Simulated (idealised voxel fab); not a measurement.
This is a process module. Its name is voxel wiring stack.
245 nm wide, 5 nm square cells: that's cross-section cut.
In this document a cross-section is written as a grid of square cells. It is given as a series of bands, listed from the top down, and a band is one or more rows of cells.
It is stipulated that each band's entry specify, in nanometres, the height of the top of the band and then that of its bottom, followed by the materials of the band in left-to-right sequence, each together with its width in nanometres. A single material marked by the word "all across" is understood to fill the band from edge to edge; the word "empty" is understood to denote empty space.
Zero point of the height axis is 0; under it, received wafer = one material. Lowest band: continues down indefinitely, "from 0 down".
Read "30->40" as a graded width: first number on top, second number at the bottom, same change between each pair of neighbouring rows.
"identical to before" (step): cross-section cells unchanged, all of them.
Empty spaces without an open route to the top, at least 8 cells in extent, make up the entry "Unvented internal voids"; each is given as width x height at distance, where the distance is measured from the left edge, and all are in nm.
Note: text after step settings on the step line = simulator remark on that step.
Steps that use a mask can have "overlay nm" on their line. It says how far the mask sat to the right of where it was meant to be. Negative means to the left.

[Set out below are the planned steps of the process]
1. RECEIVE (material Si)
2. CONFORMAL_DEP (material SiO2; thk nm 15)
3. CONFORMAL_DEP (material SiN; thk nm 5)
4. DIRECTIONAL_DEP (material SiO2; thk nm 20)
5. PATTERN (tone open; mask id METAL_1; material resist; width nm 30; pitch nm 50; thk nm 15; overlay nm 0)
6. DIRECTIONAL_ETCH (etch materials SiO2; depth nm 20)
7. DIRECTIONAL_ETCH (etch materials SiN; depth nm 5)
8. STRIP (etch materials resist)
9. CONFORMAL_DEP (material TiN; thk nm 5)
10. FILL_DEP (material W; thk nm 10)
11. CMP (height nm 40)
12. CONFORMAL_DEP (material SiCN; thk nm 5)
13. DIRECTIONAL_DEP (material SiO2; thk nm 20)
14. DIRECTIONAL_DEP (material aC; thk nm 15)
15. PATTERN (tone open; mask id PLUG_1; material resist; width nm 15; pitch nm 50; thk nm 30; overlay nm 0)
16. DIRECTIONAL_ETCH (etch materials aC; depth nm 15)
17. STRIP (etch materials resist)
18. DIRECTIONAL_ETCH (etch materials SiO2; depth nm 20)
19. DIRECTIONAL_ETCH (etch materials SiCN; depth nm 5)
20. STRIP (etch materials aC)
21. CONFORMAL_DEP (material TiN; thk nm 5)
22. FILL_DEP (material Cu; thk nm 5)
23. CMP (height nm 65)
24. DIRECTIONAL_DEP (material TiN; thk nm 5)
25. DIRECTIONAL_DEP (material Ru; thk nm 15)
26. MASKED_ETCH (tone cover; mask id METAL_2; width nm 30; pitch nm 50; etch materials Ru; depth nm 15; overlay nm 0)
27. MASKED_ETCH (tone cover; mask id METAL_2; width nm 30; pitch nm 50; etch materials TiN; depth nm 5; overlay nm 0)
28. FILL_DEP (material SiO2; thk nm 10)
29. CMP (height nm 85)
30. CONFORMAL_DEP (material SiCN; thk nm 5)
31. DIRECTIONAL_DEP (material lowk; thk nm 10)
32. MASKED_ETCH (tone open; mask id PLUG_2; width nm 15; pitch nm 50; etch materials lowk; depth nm 10; overlay nm 0)
33. MASKED_ETCH (tone open; mask id PLUG_2; width nm 15; pitch nm 50; etch materials SiCN; depth nm 5; overlay nm 0)
34. EPI (material Ru; thk nm 10)
35. EPI (material Ru; thk nm 5)
36. DIRECTIONAL_DEP (material TiN; thk nm 5)
37. DIRECTIONAL_DEP (material W; thk nm 20)
38. PATTERN (tone cover; mask id METAL_3; material resist; width nm 30; pitch nm 50; thk nm 15; overlay nm 0)
39. DIRECTIONAL_ETCH (etch materials W; depth nm 20)
40. DIRECTIONAL_ETCH (etch materials TiN; depth nm 5)
41. STRIP (etch materials resist)
42. CONFORMAL_DEP (material SiCN; thk nm 5)
43. FILL_DEP (material SiO2; thk nm 5)
44. CMP (height nm 125)
45. CONFORMAL_DEP (material SiN; thk nm 5)
The wafers in this document start out alike and differ in the thk nm applied at step 36; the plan shows the value used for the first wafer.

[Cross-section of the first of several received wafers, showing its state after step 1]
* from 0 down: Si all across
* Unvented internal voids: none

[End of module, by wafer: material-by-material cell gain (+) or loss (-) since receipt, then closed voids]
thk nm 5 | +12 Cu | +81 Ru | +135 SiCN | +80 SiN | +655 SiO2 | +111 TiN | +120 W | +80 lowk | Unvented internal voids: none
thk nm 10 | +12 Cu | +81 Ru | +129 SiCN | +80 SiN | +630 SiO2 | +160 TiN | +102 W | +80 lowk | Unvented internal voids: none
thk nm 15 | +12 Cu | +81 Ru | +123 SiCN | +80 SiN | +605 SiO2 | +209 TiN | +84 W | +80 lowk | Unvented internal voids: none
thk nm 20 | +12 Cu | +81 Ru | +117 SiCN | +80 SiN | +580 SiO2 | +258 TiN | +66 W | +80 lowk | Unvented internal voids: none
